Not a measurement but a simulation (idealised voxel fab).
This section sets out a process module, namely voxel capacitor over wiring.
The width of the displayed cross-section, cut, is 295 nm; its cells are square, with a size of 5 nm.
Bands, listed from the top down, are how a cross-section gets written in this document; the cross-section itself is a grid of square cells, and a band is one or more rows of them.
Top, bottom (nm), then materials left to right with widths (nm); lone material tagged "everywhere" fills the whole band edge to edge; "empty" = empty space.
Height is counted from the level 0, under which the received wafer is composed throughout of one material. The lowest of the bands is not closed at the bottom but continues downward, in the notation "0 down".
Quick explanation for "30 to 40": the width changes in equal steps down the rows of cells, from the first number in the band's top row to the second number in its bottom row.
No cell of the cross-section changed in a step that is given as "stayed the same".
Look at "Closed cavity list" for the closed voids: empty spaces with no open path to the top, sized 8 cells or up. Each is width x height at distance, distance from the left edge, all nm.
What comes after the settings on a step's line is commentary from the simulator itself on that step.
overlay nm: for a step with a mask, the amount by which the mask lay right of where it was planned; a negative amount means left of it.

### Below is the list of planned process steps
1 RECEIVE | material Si
2 CONFORMAL_DEP | material SiO2 | thk nm 10
3 CONFORMAL_DEP | material SiCN | thk nm 5
4 DIRECTIONAL_DEP | material SiO2 | thk nm 15
5 DIRECTIONAL_DEP | material aC | thk nm 10
6 PATTERN | tone open | mask id METAL_1 | material resist | width nm 20 | pitch nm 80 | thk nm 25 | overlay nm 0
7 DIRECTIONAL_ETCH | etch materials aC | depth nm 10
8 STRIP | etch materials resist
9 DIRECTIONAL_ETCH | etch materials SiO2 | depth nm 15
10 DIRECTIONAL_ETCH | etch materials SiCN | depth nm 5
11 STRIP | etch materials aC
12 CONFORMAL_DEP | material TiN | thk nm 5
13 FILL_DEP | material Cu | thk nm 10
14 CMP | height nm 30
15 CONFORMAL_DEP | material SiCN | thk nm 5
16 DIRECTIONAL_DEP | material lowk | thk nm 15
17 DIRECTIONAL_DEP | material aC | thk nm 10
18 PATTERN | tone open | mask id PLUG_1 | material resist | width nm 15 | thk nm 30 | overlay nm 0
19 DIRECTIONAL_ETCH | etch materials aC | depth nm 10
20 STRIP | etch materials resist
21 DIRECTIONAL_ETCH | etch materials lowk | depth nm 15
22 DIRECTIONAL_ETCH | etch materials SiCN | depth nm 5
23 STRIP | etch materials aC
24 CONFORMAL_DEP | material TiN | thk nm 5
25 FILL_DEP | material Ru | thk nm 10
26 CMP | height nm 50
27 DIRECTIONAL_DEP | material TiN | thk nm 5
28 DIRECTIONAL_DEP | material SiN | thk nm 5
29 DIRECTIONAL_DEP | material TiN | thk nm 10
30 PATTERN | tone cover | mask id UPPER_PLATE | material resist | width nm 65 | thk nm 15 | overlay nm 0
31 DIRECTIONAL_ETCH | etch materials TiN | depth nm 10
32 DIRECTIONAL_ETCH | etch materials SiN | depth nm 5
33 STRIP | etch materials resist
34 DIRECTIONAL_DEP | material aC | thk nm 10
35 PATTERN | tone cover | mask id LOWER_PLATE | material resist | width nm 75 | thk nm 25 | overlay nm 0
36 DIRECTIONAL_ETCH | etch materials aC | depth nm 10
37 STRIP | etch materials resist
38 DIRECTIONAL_ETCH | etch materials TiN | depth nm 5
39 STRIP | etch materials aC
40 FILL_DEP | material SiO2 | thk nm 20
41 CMP | height nm 85
42 PATTERN | tone open | mask id PLUG_2 | material resist | width nm 15 | thk nm 15 | overlay nm 0
43 DIRECTIONAL_ETCH | etch materials SiO2 | depth nm 15
44 STRIP | etch materials resist
45 CONFORMAL_DEP | material TiN | thk nm 5
46 FILL_DEP | material Ru | thk nm 5
47 CMP | height nm 85
48 CONFORMAL_DEP | material SiN | thk nm 5

### So, the first of our two wafers, run just as we planned it

### As received (post step 1): cross-section
    0 down | Si everywhere
    Closed cavity list: none

### So this is the wafer cross-section right after step 2
    10 to 0 | SiO2 everywhere
    Below 0 it's all the same as before, nothing changed down there.

### So this is the wafer cross-section right after step 3
    15 to 10 | SiCN everywhere
    Below 10 it's all the same as before, nothing changed down there.

### So this is the wafer cross-section right after step 4
    30 to 15 | SiO2 everywhere
    Below 15 it's all the same as before, nothing changed down there.

### So this is the wafer cross-section right after step 5
    40 to 30 | aC everywhere
    Below 30 it's all the same as before, nothing changed down there.

### So this is the wafer cross-section right after step 6
    65 to 40 | 95 of resist / 20 of empty / 60 of resist / 20 of empty / 100 of resist
    Below 40 it's all the same as before, nothing changed down there.

### So this is the wafer cross-section right after step 7
    55 to 40 | 95 of resist / 20 of empty / 60 of resist / 20 of empty / 100 of resist
    40 to 30 | 95 of aC / 20 of empty / 60 of aC / 20 of empty / 100 of aC
    Below 30 it's all the same as before, nothing changed down there.

### So this is the wafer cross-section right after step 8
    40 to 30 | 95 of aC / 20 of empty / 60 of aC / 20 of empty / 100 of aC
    Below 30 it's all the same as before, nothing changed down there.

### So this is the wafer cross-section right after step 9
    40 to 30 | 95 of aC / 20 of empty / 60 of aC / 20 of empty / 100 of aC
    30 to 15 | 95 of SiO2 / 20 of empty / 60 of SiO2 / 20 of empty / 100 of SiO2
    Below 15 it's all the same as before, nothing changed down there.

### So this is the wafer cross-section right after step 10
    40 to 30 | 95 of aC / 20 of empty / 60 of aC / 20 of empty / 100 of aC
    30 to 15 | 95 of SiO2 / 20 of empty / 60 of SiO2 / 20 of empty / 100 of SiO2
    15 to 10 | 95 of SiCN / 20 of empty / 60 of SiCN / 20 of empty / 100 of SiCN
    Below 10 it's all the same as before, nothing changed down there.

### So this is the wafer cross-section right after step 11
    30 to 15 | 95 of SiO2 / 20 of empty / 60 of SiO2 / 20 of empty / 100 of SiO2
    Below 15 it's all the same as before, nothing changed down there.

### So this is the wafer cross-section right after step 12
    35 to 30 | 100 of TiN / 10 of empty / 70 of TiN / 10 of empty / 105 of TiN
    30 to 15 | 95 of SiO2 / 5 of TiN / 10 of empty / 5 of TiN / 60 of SiO2 / 5 of TiN / 10 of empty / 5 of TiN / 100 of SiO2
    15 to 10 | 95 of SiCN / 20 of TiN / 60 of SiCN / 20 of TiN / 100 of SiCN
    Below 10 it's all the same as before, nothing changed down there.

### So this is the wafer cross-section right after step 13
    45 to 35 | Cu everywhere
    35 to 30 | 100 of TiN / 10 of Cu / 70 of TiN / 10 of Cu / 105 of TiN
    30 to 15 | 95 of SiO2 / 5 of TiN / 10 of Cu / 5 of TiN / 60 of SiO2 / 5 of TiN / 10 of Cu / 5 of TiN / 100 of SiO2
    Below 15 it's all the same as before, nothing changed down there.

### So this is the wafer cross-section right after step 14
    30 to 15 | 95 of SiO2 / 5 of TiN / 10 of Cu / 5 of TiN / 60 of SiO2 / 5 of TiN / 10 of Cu / 5 of TiN / 100 of SiO2
    Below 15 it's all the same as before, nothing changed down there.

### So this is the wafer cross-section right after step 15
    35 to 30 | SiCN everywhere
    Below 30 it's all the same as before, nothing changed down there.

### So this is the wafer cross-section right after step 16
    50 to 35 | lowk everywhere
    Below 35 it's all the same as before, nothing changed down there.

### So this is the wafer cross-section right after step 17
    60 to 50 | aC everywhere
    Below 50 it's all the same as before, nothing changed down there.

### So this is the wafer cross-section right after step 18
    90 to 60 | 100 of resist / 15 of empty / 180 of resist
    Below 60 it's all the same as before, nothing changed down there.

### So this is the wafer cross-section right after step 19
    80 to 60 | 100 of resist / 15 of empty / 180 of resist
    60 to 50 | 100 of aC / 15 of empty / 180 of aC
    Below 50 it's all the same as before, nothing changed down there.

### So this is the wafer cross-section right after step 20
    60 to 50 | 100 of aC / 15 of empty / 180 of aC
    Below 50 it's all the same as before, nothing changed down there.

### So this is the wafer cross-section right after step 21
    60 to 50 | 100 of aC / 15 of empty / 180 of aC
    50 to 35 | 100 of lowk / 15 of empty / 180 of lowk
    Below 35 it's all the same as before, nothing changed down there.

### So this is the wafer cross-section right after step 22
    60 to 50 | 100 of aC / 15 of empty / 180 of aC
    50 to 35 | 100 of lowk / 15 of empty / 180 of lowk
    35 to 30 | 100 of SiCN / 15 of empty / 180 of SiCN
    Below 30 it's all the same as before, nothing changed down there.

### So this is the wafer cross-section right after step 23
    50 to 35 | 100 of lowk / 15 of empty / 180 of lowk
    Below 35 it's all the same as before, nothing changed down there.

### So this is the wafer cross-section right after step 24
    55 to 50 | 105 of TiN / 5 of empty / 185 of TiN
    50 to 35 | 100 of lowk / 5 of TiN / 5 of empty / 5 of TiN / 180 of lowk
    35 to 30 | 100 of SiCN / 15 of TiN / 180 of SiCN
    Below 30 it's all the same as before, nothing changed down there.

### So this is the wafer cross-section right after step 25
    65 to 55 | Ru everywhere
    55 to 50 | 105 of TiN / 5 of Ru / 185 of TiN
    50 to 35 | 100 of lowk / 5 of TiN / 5 of Ru / 5 of TiN / 180 of lowk
    Below 35 it's all the same as before, nothing changed down there.

### So this is the wafer cross-section right after step 26
    50 to 35 | 100 of lowk / 5 of TiN / 5 of Ru / 5 of TiN / 180 of lowk
    Below 35 it's all the same as before, nothing changed down there.

### So this is the wafer cross-section right after step 27
    55 to 50 | TiN everywhere
    Below 50 it's all the same as before, nothing changed down there.

### So this is the wafer cross-section right after step 28
    60 to 55 | SiN everywhere
    Below 55 it's all the same as before, nothing changed down there.

### So this is the wafer cross-section right after step 29
    70 to 60 | TiN everywhere
    Below 60 it's all the same as before, nothing changed down there.

### So this is the wafer cross-section right after step 30
    85 to 70 | 100 of empty / 65 of resist / 130 of empty
    Below 70 it's all the same as before, nothing changed down there.

### So this is the wafer cross-section right after step 31
    85 to 70 | 100 of empty / 65 of resist / 130 of empty
    70 to 60 | 100 of empty / 65 of TiN / 130 of empty
    Below 60 it's all the same as before, nothing changed down there.

### So this is the wafer cross-section right after step 32
    85 to 70 | 100 of empty / 65 of resist / 130 of empty
    70 to 60 | 100 of empty / 65 of TiN / 130 of empty
    60 to 55 | 100 of empty / 65 of SiN / 130 of empty
    Below 55 it's all the same as before, nothing changed down there.

### So this is the wafer cross-section right after step 33
    70 to 60 | 100 of empty / 65 of TiN / 130 of empty
    Below 60 it's all the same as before, nothing changed down there.

### So this is the wafer cross-section right after step 34
    80 to 70 | 100 of empty / 65 of aC / 130 of empty
    70 to 65 | 100 of empty / 65 of TiN / 130 of empty
    65 to 60 | 100 of aC / 65 of TiN / 130 of aC
    60 to 55 | 100 of aC / 65 of SiN / 130 of aC
    Below 55 it's all the same as before, nothing changed down there.

### So this is the wafer cross-section right after step 35
    105 to 80 | 95 of empty / 75 of resist / 125 of empty
    80 to 70 | 95 of empty / 5 of resist / 65 of aC / 5 of resist / 125 of empty
    70 to 65 | 95 of empty / 5 of resist / 65 of TiN / 5 of resist / 125 of empty
    Below 65 it's all the same as before, nothing changed down there.

### So this is the wafer cross-section right after step 36
    95 to 80 | 95 of empty / 75 of resist / 125 of empty
    80 to 70 | 95 of empty / 5 of resist / 65 of aC / 5 of resist / 125 of empty
    70 to 65 | 95 of empty / 5 of resist / 65 of TiN / 5 of resist / 125 of empty
    65 to 60 | 95 of empty / 5 of aC / 65 of TiN / 5 of aC / 125 of empty
    60 to 55 | 95 of empty / 5 of aC / 65 of SiN / 5 of aC / 125 of empty
    Below 55 it's all the same as before, nothing changed down there.

### So this is the wafer cross-section right after step 37
    80 to 70 | 100 of empty / 65 of aC / 130 of empty
    70 to 65 | 100 of empty / 65 of TiN / 130 of empty
    Below 65 it's all the same as before, nothing changed down there.

### So this is the wafer cross-section right after step 38
    80 to 70 | 100 of empty / 65 of aC / 130 of empty
    70 to 65 | 100 of empty / 65 of TiN / 130 of empty
    65 to 60 | 95 of empty / 5 of aC / 65 of TiN / 5 of aC / 125 of empty
    60 to 55 | 95 of empty / 5 of aC / 65 of SiN / 5 of aC / 125 of empty
    55 to 50 | 95 of empty / 75 of TiN / 125 of empty
    Below 50 it's all the same as before, nothing changed down there.

### So this is the wafer cross-section right after step 39
    70 to 60 | 100 of empty / 65 of TiN / 130 of empty
    60 to 55 | 100 of empty / 65 of SiN / 130 of empty
    Below 55 it's all the same as before, nothing changed down there.

### So this is the wafer cross-section right after step 40
    90 to 70 | SiO2 everywhere
    70 to 60 | 100 of SiO2 / 65 of TiN / 130 of SiO2
    60 to 55 | 100 of SiO2 / 65 of SiN / 130 of SiO2
    55 to 50 | 95 of SiO2 / 75 of TiN / 125 of SiO2
    Below 50 it's all the same as before, nothing changed down there.

### So this is the wafer cross-section right after step 41
    85 to 70 | SiO2 everywhere
    Below 70 it's all the same as before, nothing changed down there.

### So this is the wafer cross-section right after step 42
    100 to 85 | 110 of resist / 15 of empty / 170 of resist
    Below 85 it's all the same as before, nothing changed down there.

### So this is the wafer cross-section right after step 43
    100 to 85 | 110 of resist / 15 of empty / 170 of resist
    85 to 70 | 110 of SiO2 / 15 of empty / 170 of SiO2
    Below 70 it's all the same as before, nothing changed down there.

### So this is the wafer cross-section right after step 44
    85 to 70 | 110 of SiO2 / 15 of empty / 170 of SiO2
    Below 70 it's all the same as before, nothing changed down there.

### So this is the wafer cross-section right after step 45
    90 to 85 | 115 of TiN / 5 of empty / 175 of TiN
    85 to 75 | 110 of SiO2 / 5 of TiN / 5 of empty / 5 of TiN / 170 of SiO2
    75 to 70 | 110 of SiO2 / 15 of TiN / 170 of SiO2
    Below 70 it's all the same as before, nothing changed down there.

### So this is the wafer cross-section right after step 46
    95 to 90 | Ru everywhere
    90 to 85 | 115 of TiN / 5 of Ru / 175 of TiN
    85 to 75 | 110 of SiO2 / 5 of TiN / 5 of Ru / 5 of TiN / 170 of SiO2
    Below 75 it's all the same as before, nothing changed down there.

### So this is the wafer cross-section right after step 47
    85 to 75 | 110 of SiO2 / 5 of TiN / 5 of Ru / 5 of TiN / 170 of SiO2
    Below 75 it's all the same as before, nothing changed down there.

### So this is the wafer cross-section right after step 48
    90 to 85 | SiN everywhere
    Below 85 it's all the same as before, nothing changed down there.

### Regarding the second of the two wafers: it shared the first wafer's starting condition and process plan, yet one error occurred during its execution. Its history coincides with that of the first wafer up to and including step 19

### Second wafer, cut view, end of step 20 per plan
    60 to 50 | 100 of aC / 15 of empty / 180 of aC
    Below 50 it's all the same as before, nothing changed down there.

### Second wafer, cut view, end of step 21 per plan
    60 to 50 | 100 of aC / 15 of empty / 180 of aC
    50 to 35 | 100 of lowk / 15 of empty / 180 of lowk
    Below 35 it's all the same as before, nothing changed down there.

### Second wafer, cut view, end of step 22 per plan
    60 to 50 | 100 of aC / 15 of empty / 180 of aC
    50 to 35 | 100 of lowk / 15 of empty / 180 of lowk
    35 to 30 | 100 of SiCN / 15 of empty / 180 of SiCN
    Below 30 it's all the same as before, nothing changed down there.

### Second wafer, cut view, end of step 23 per plan
    50 to 35 | 100 of lowk / 15 of empty / 180 of lowk
    Below 35 it's all the same as before, nothing changed down there.

### Second wafer, cut view, end of step 24 per plan
    55 to 50 | 105 of TiN / 5 of empty / 185 of TiN
    50 to 35 | 100 of lowk / 5 of TiN / 5 of empty / 5 of TiN / 180 of lowk
    35 to 30 | 100 of SiCN / 15 of TiN / 180 of SiCN
    Below 30 it's all the same as before, nothing changed down there.

### Second wafer, cut view, end of step 25 per plan
    65 to 55 | Ru everywhere
    55 to 50 | 105 of TiN / 5 of Ru / 185 of TiN
    50 to 35 | 100 of lowk / 5 of TiN / 5 of Ru / 5 of TiN / 180 of lowk
    Below 35 it's all the same as before, nothing changed down there.

### Second wafer, cut view, end of step 26 per plan
    50 to 35 | 100 of lowk / 5 of TiN / 5 of Ru / 5 of TiN / 180 of lowk
    Below 35 it's all the same as before, nothing changed down there.

### Second wafer, cut view, end of step 27 per plan
    55 to 50 | TiN everywhere
    Below 50 it's all the same as before, nothing changed down there.

### Second wafer, cut view, end of step 28 per plan
    60 to 55 | SiN everywhere
    Below 55 it's all the same as before, nothing changed down there.

### Second wafer, cut view, end of step 29 per plan
    70 to 60 | TiN everywhere
    Below 60 it's all the same as before, nothing changed down there.

### Second wafer, cut view, end of step 30 per plan
    85 to 70 | 100 of empty / 65 of resist / 130 of empty
    Below 70 it's all the same as before, nothing changed down there.

### Second wafer, cut view, end of step 31 per plan
    85 to 70 | 100 of empty / 65 of resist / 130 of empty
    70 to 60 | 100 of empty / 65 of TiN / 130 of empty
    Below 60 it's all the same as before, nothing changed down there.

### Second wafer, cut view, end of step 32 per plan
    85 to 70 | 100 of empty / 65 of resist / 130 of empty
    70 to 60 | 100 of empty / 65 of TiN / 130 of empty
    60 to 55 | 100 of empty / 65 of SiN / 130 of empty
    Below 55 it's all the same as before, nothing changed down there.

### Second wafer, cut view, end of step 33 per plan
    70 to 60 | 100 of empty / 65 of TiN / 130 of empty
    Below 60 it's all the same as before, nothing changed down there.

### Second wafer, cut view, end of step 34 per plan
    80 to 70 | 100 of empty / 65 of aC / 130 of empty
    70 to 65 | 100 of empty / 65 of TiN / 130 of empty
    65 to 60 | 100 of aC / 65 of TiN / 130 of aC
    60 to 55 | 100 of aC / 65 of SiN / 130 of aC
    Below 55 it's all the same as before, nothing changed down there.

### Second wafer, cut view, end of step 35 per plan
    105 to 80 | 95 of empty / 75 of resist / 125 of empty
    80 to 70 | 95 of empty / 5 of resist / 65 of aC / 5 of resist / 125 of empty
    70 to 65 | 95 of empty / 5 of resist / 65 of TiN / 5 of resist / 125 of empty
    Below 65 it's all the same as before, nothing changed down there.

### Second wafer, cut view, end of step 36 per plan
    95 to 80 | 95 of empty / 75 of resist / 125 of empty
    80 to 70 | 95 of empty / 5 of resist / 65 of aC / 5 of resist / 125 of empty
    70 to 65 | 95 of empty / 5 of resist / 65 of TiN / 5 of resist / 125 of empty
    65 to 60 | 95 of empty / 5 of aC / 65 of TiN / 5 of aC / 125 of empty
    60 to 55 | 95 of empty / 5 of aC / 65 of SiN / 5 of aC / 125 of empty
    Below 55 it's all the same as before, nothing changed down there.

### Second wafer, cut view, end of step 37 per plan
    80 to 70 | 100 of empty / 65 of aC / 130 of empty
    70 to 65 | 100 of empty / 65 of TiN / 130 of empty
    Below 65 it's all the same as before, nothing changed down there.

### Second wafer, cut view, end of step 38 per plan
    80 to 70 | 100 of empty / 65 of aC / 130 of empty
    70 to 65 | 100 of empty / 65 of TiN / 130 of empty
    65 to 60 | 95 of empty / 5 of aC / 65 of TiN / 5 of aC / 125 of empty
    60 to 55 | 95 of empty / 5 of aC / 65 of SiN / 5 of aC / 125 of empty
    55 to 50 | 95 of empty / 75 of TiN / 125 of empty
    Below 50 it's all the same as before, nothing changed down there.

### Second wafer, cut view, end of step 39 per plan
    70 to 60 | 100 of empty / 65 of TiN / 130 of empty
    60 to 55 | 100 of empty / 65 of SiN / 130 of empty
    Below 55 it's all the same as before, nothing changed down there.

### Second wafer, cut view, end of step 40 per plan
    90 to 70 | SiO2 everywhere
    70 to 60 | 100 of SiO2 / 65 of TiN / 130 of SiO2
    60 to 55 | 100 of SiO2 / 65 of SiN / 130 of SiO2
    55 to 50 | 95 of SiO2 / 75 of TiN / 125 of SiO2
    Below 50 it's all the same as before, nothing changed down there.

### Second wafer, cut view, end of step 41 per plan
    85 to 70 | SiO2 everywhere
    Below 70 it's all the same as before, nothing changed down there.

### Second wafer, cut view, end of step 42 per plan
    100 to 85 | 110 of resist / 15 of empty / 170 of resist
    Below 85 it's all the same as before, nothing changed down there.

### Second wafer, cut view, end of step 43 per plan
    100 to 85 | 110 of resist / 15 of empty / 170 of resist
    85 to 70 | 110 of SiO2 / 15 of empty / 170 of SiO2
    Below 70 it's all the same as before, nothing changed down there.

### Second wafer, cut view, end of step 44 per plan
    85 to 70 | 110 of SiO2 / 15 of empty / 170 of SiO2
    Below 70 it's all the same as before, nothing changed down there.

### Second wafer, cut view, end of step 45 per plan
    90 to 85 | 115 of TiN / 5 of empty / 175 of TiN
    85 to 75 | 110 of SiO2 / 5 of TiN / 5 of empty / 5 of TiN / 170 of SiO2
    75 to 70 | 110 of SiO2 / 15 of TiN / 170 of SiO2
    Below 70 it's all the same as before, nothing changed down there.

### Second wafer, cut view, end of step 46 per plan
    95 to 90 | Ru everywhere
    90 to 85 | 115 of TiN / 5 of Ru / 175 of TiN
    85 to 75 | 110 of SiO2 / 5 of TiN / 5 of Ru / 5 of TiN / 170 of SiO2
    Below 75 it's all the same as before, nothing changed down there.

### Second wafer, cut view, end of step 47 per plan
    85 to 75 | 110 of SiO2 / 5 of TiN / 5 of Ru / 5 of TiN / 170 of SiO2
    Below 75 it's all the same as before, nothing changed down there.

### Second wafer, cut view, end of step 48 per plan
    90 to 85 | SiN everywhere
    Below 85 it's all the same as before, nothing changed down there.
In executing the process, a mistake was made relative to the plan: execution of plan step 20 occurred twice
Honestly, by the end the two wafers have the same cross-section, so the mistake just doesn't show up in what this model computes.
